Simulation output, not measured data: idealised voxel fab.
Title: Process Module voxel self aligned contacts
The width of the displayed cross-section, cut, is 185 nm; its cells are square, with a size of 5 nm.
Throughout this document, each cross-section is represented as a grid of square cells and is presented as a sequence of bands enumerated from the top downward, where a band comprises one or more rows of cells.
Heights first: top, then bottom, in nm. Then materials, left to right, each with a width in nm. "edge to edge" on a single material: fills the band edge to edge. "blank": empty space.
All heights in this document are referenced to 0, defined as the level beneath which the wafer, as received, consists entirely of one material. The lowest band is not bounded below; it extends indefinitely downward and is written in the form "0 nm and below".
Think of "30->40" as a width that walks from the first number to the second as you go down the band, top row to bottom row, taking equal-sized steps from row to row.
"changes: none" -> step changed no cross-section cell.
Under "Trapped voids" you'll find the enclosed gaps, the ones with no way out to the top, that are 8 cells or bigger; each reads width x height at distance, with distance counted from the left edge, everything in nm.
That trailing text on a step's line, after the settings, is the simulator's own remark on the step.
overlay nm: where the mask lay relative to plan, measured to the right, on steps with a mask; negatives go left.
**Here's what the planned process steps look like**
step 1: op RECEIVE | material Si
step 2: op OXIDIZE | depth nm 5
step 3: op DIRECTIONAL_DEP | material polySi | thk nm 25
step 4: op DIRECTIONAL_DEP | material SiN | thk nm 25
step 5: op DIRECTIONAL_DEP | material aC | thk nm 10
step 6: op PATTERN | tone cover | mask id GATE | material resist | width nm 25 | pitch nm 65 | thk nm 30 | overlay nm 0
step 7: op DIRECTIONAL_ETCH | etch materials aC | depth nm 10
step 8: op STRIP | etch materials resist
step 9: op DIRECTIONAL_ETCH | etch materials SiN | depth nm 25
step 10: op DIRECTIONAL_ETCH | etch materials polySi | depth nm 25
step 11: op STRIP | etch materials aC
step 12: op CONFORMAL_DEP | material SiN | thk nm 5
step 13: op DIRECTIONAL_ETCH | etch materials SiN | depth nm 10
step 14: op FILL_DEP | material SiO2 | thk nm 20
step 15: op CMP | height nm 60
step 16: op MASKED_ETCH | tone open | mask id CONTACT | width nm 50 | pitch nm 65 | etch materials SiO2 | depth nm 65 | overlay nm 0
step 17: op CONFORMAL_DEP | material TiN | thk nm 5
step 18: op FILL_DEP | material W | thk nm 5
step 19: op CMP | height nm 60
step 20: op CONFORMAL_DEP | material SiCN | thk nm 5
Every wafer here starts from the same state; it is the step 12 thk nm that distinguishes them, and the value the plan gives belongs to the first wafer.
**First wafer of several, as received: cross-section after step 1**
	0 nm and below | Si edge to edge
	Trapped voids: none
**Per-wafer rows below. For each material: cells gained (+) or lost (-) since the wafer was received, as of end of module. Then: closed voids**
thk nm 5 | -37 Si | +37 SiCN | +114 SiN | +112 SiO2 | +68 TiN | +112 W | +75 polySi | Trapped voids: none
thk nm 10 | -37 Si | +37 SiCN | +195 SiN | +83 SiO2 | +68 TiN | +60 W | +75 polySi | Trapped voids: none
thk nm 15 | -37 Si | +37 SiCN | +292 SiN | +54 SiO2 | +60 TiN | +75 polySi | Trapped voids: none
thk nm 20 | -37 Si | +37 SiCN | +369 SiN | +37 SiO2 | +75 polySi | Trapped voids: none
thk nm 25 | -37 Si | +37 SiCN | +369 SiN | +37 SiO2 | +75 polySi | Trapped voids: none
